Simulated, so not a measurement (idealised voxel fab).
process module | voxel self aligned vias
Xsec cut, 225 nm wide, square cell size 5 nm.
Think of the cross-section as a grid of square cells. We describe it in bands, top to bottom, and each band covers one or more rows of those cells.
Per band: top height and bottom height in nm, followed by the left-to-right materials and their widths in nm; "all across" marks a single material spanning edge to edge, "empty" marks empty space.
Heads up on the height convention: 0 is the point under which the incoming wafer is all one material, and the lowest band has no bottom, it just keeps going down, like "top 0, no bottom".
Width spec "30 to 40" -> top row of cells at first value, bottom row at second value, equal per-row change in between.
"all unchanged" -> step changed no cross-section cell.
Closed empty spaces (no open way to the top) of 8 cells or more are what "Sealed void inventory" lists, each as width x height at distance from the left edge, nm for all three.
That trailing text on a step's line, after the settings, is the simulator's own remark on the step.
overlay nm: how far to the right of its planned place the mask lay on this masked step (negative: to the left).
### So here's the lineup of process steps we planned
1 op RECEIVE | material Si
2 op CONFORMAL_DEP | material SiO2 | thk nm 10
3 op CONFORMAL_DEP | material SiCN | thk nm 5
4 op DIRECTIONAL_DEP | material SiO2 | thk nm 20
5 op PATTERN | tone open | mask id LINES | material resist | width nm 25 | pitch nm 60 | thk nm 15 | overlay nm 0
6 op DIRECTIONAL_ETCH | etch materials SiO2 | depth nm 20
7 op STRIP | etch materials resist
8 op CONFORMAL_DEP | material TiN | thk nm 5
9 op FILL_DEP | material Ru | thk nm 5
10 op CMP | height nm 35
11 op SELECTIVE_ETCH | etch materials W Ru TiN | depth nm 10
12 op FILL_DEP | material SiN | thk nm 5
13 op CMP | height nm 35
14 op DIRECTIONAL_DEP | material SiO2 | thk nm 15
15 op MASKED_ETCH | tone open | mask id VIAS | width nm 45 | pitch nm 120 | etch materials SiO2 | depth nm 15 | overlay nm 0
16 op MASKED_ETCH | tone open | mask id VIAS | width nm 45 | pitch nm 120 | etch materials SiN | depth nm 10 | overlay nm 0
17 op CONFORMAL_DEP | material TiN | thk nm 5
18 op FILL_DEP | material Cu | thk nm 5
19 op CMP | height nm 50
20 op CONFORMAL_DEP | material SiN | thk nm 5
### Cross-section of the wafer as it came to us, i.e., already through step 1
  top 0, no bottom = Si all across
  Sealed void inventory: none
### One mistake in running the module, otherwise start and plan as above: cross-section at the end
  top 55, bottom 50 = SiN all across
  top 50, bottom 40 = SiO2 (30) | TiN (5) | Cu (35) | TiN (5) | SiO2 (75) | TiN (5) | Cu (35) | TiN (5) | SiO2 (30)
  top 40, bottom 35 = SiO2 (30) | TiN (25) | Cu (15) | TiN (5) | SiO2 (75) | TiN (25) | Cu (15) | TiN (5) | SiO2 (30)
  top 35, bottom 30 = SiO2 (50) | TiN (5) | Cu (15) | TiN (5) | SiO2 (35) | SiN (25) | SiO2 (35) | TiN (5) | Cu (15) | TiN (5) | SiO2 (30)
  top 30, bottom 25 = SiO2 (50) | TiN (25) | SiO2 (35) | SiN (25) | SiO2 (35) | TiN (25) | SiO2 (30)
  top 25, bottom 20 = SiO2 (50) | TiN (5) | Ru (15) | TiN (5) | SiO2 (35) | TiN (5) | Ru (15) | TiN (5) | SiO2 (35) | TiN (5) | Ru (15) | TiN (5) | SiO2 (30)
  top 20, bottom 15 = SiO2 (50) | TiN (25) | SiO2 (35) | TiN (25) | SiO2 (35) | TiN (25) | SiO2 (30)
  top 15, bottom 10 = SiCN all across
  top 10, bottom 0 = SiO2 all across
  top 0, no bottom = Si all across
  Sealed void inventory: none
Which mistake was made when the wafer was run? step 5 ran differently from the plan; actual operation with settings: op PATTERN | tone open | mask id LINES | material resist | width nm 25 | pitch nm 60 | thk nm 15 | overlay nm 10
